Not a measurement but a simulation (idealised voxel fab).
process module | voxel ribs on slabs
cross-section cut | 175 nm wide | cells 5 nm
A cross-section is a grid of square cells, given in bands from the top down. A band is one or more rows of cells.
Each band's line starts with the height of the band's top and of its bottom, in nm. Then come its materials from left to right, each with its width in nm. One material with "throughout" fills the band from edge to edge. "air" is empty space.
Height 0 is the level under which the wafer as received is all one material. The lowest band goes on downwards, as in "0 down".
A width such as "30 to 40" changes by the same amount from each row of cells to the next, from the band's top row to its bottom row.
"no change" after a step means that no cell of the cross-section changed.
closed voids: empty space of 8 cells or more with no open way to the top, each as width x height at its distance from the left edge, in nm
after a step's settings: what the simulator itself notes on the step
overlay nm, on a step with a mask: how far to the right of its planned place the mask lay; to the left if negative
plan
1 op RECEIVE | material Si
2 op DIRECTIONAL_DEP | material SiO2 | thk nm 30
3 op DIRECTIONAL_DEP | material SiN | thk nm 20
4 op PATTERN | tone cover | mask id RIB | material resist | width nm 20 | thk nm 20 | overlay nm 0
5 op DIRECTIONAL_ETCH | etch materials SiN | depth nm 15
6 op STRIP | etch materials resist
7 op PATTERN | tone cover | mask id SLAB | material resist | width nm 60 | thk nm 20 | overlay nm 0
8 op DIRECTIONAL_ETCH | etch materials SiN | depth nm 5
9 op STRIP | etch materials resist
10 op FILL_DEP | material SiO2 | thk nm 15
11 op CMP | height nm 60
12 op DIRECTIONAL_DEP | material TiN | thk nm 10
13 op DIRECTIONAL_DEP | material aC | thk nm 10
14 op PATTERN | tone cover | mask id HEATER | material resist | width nm 30 | thk nm 25 | overlay nm 0
15 op DIRECTIONAL_ETCH | etch materials aC | depth nm 10
16 op STRIP | etch materials resist
17 op DIRECTIONAL_ETCH | etch materials TiN | depth nm 10
18 op STRIP | etch materials aC
19 op CONFORMAL_DEP | material SiN | thk nm 5
as received, after step 1
  0 down: Si throughout
  closed voids: none
a wafer at the end: this start, this plan, one mistake
  85 to 75: air 55 | SiN 60 | air 60
  75 to 70: SiN throughout
  70 to 60: SiN 70 | TiN 30 | SiN 75
  60 to 50: SiO2 throughout
  50 to 35: SiO2 75 | SiN 20 | SiO2 80
  35 to 30: SiO2 55 | SiN 60 | SiO2 60
  30 to 0: SiO2 throughout
  0 down: Si throughout
  closed voids: none
what went wrong: step 19 ran as: op CONFORMAL_DEP | material SiN | thk nm 15
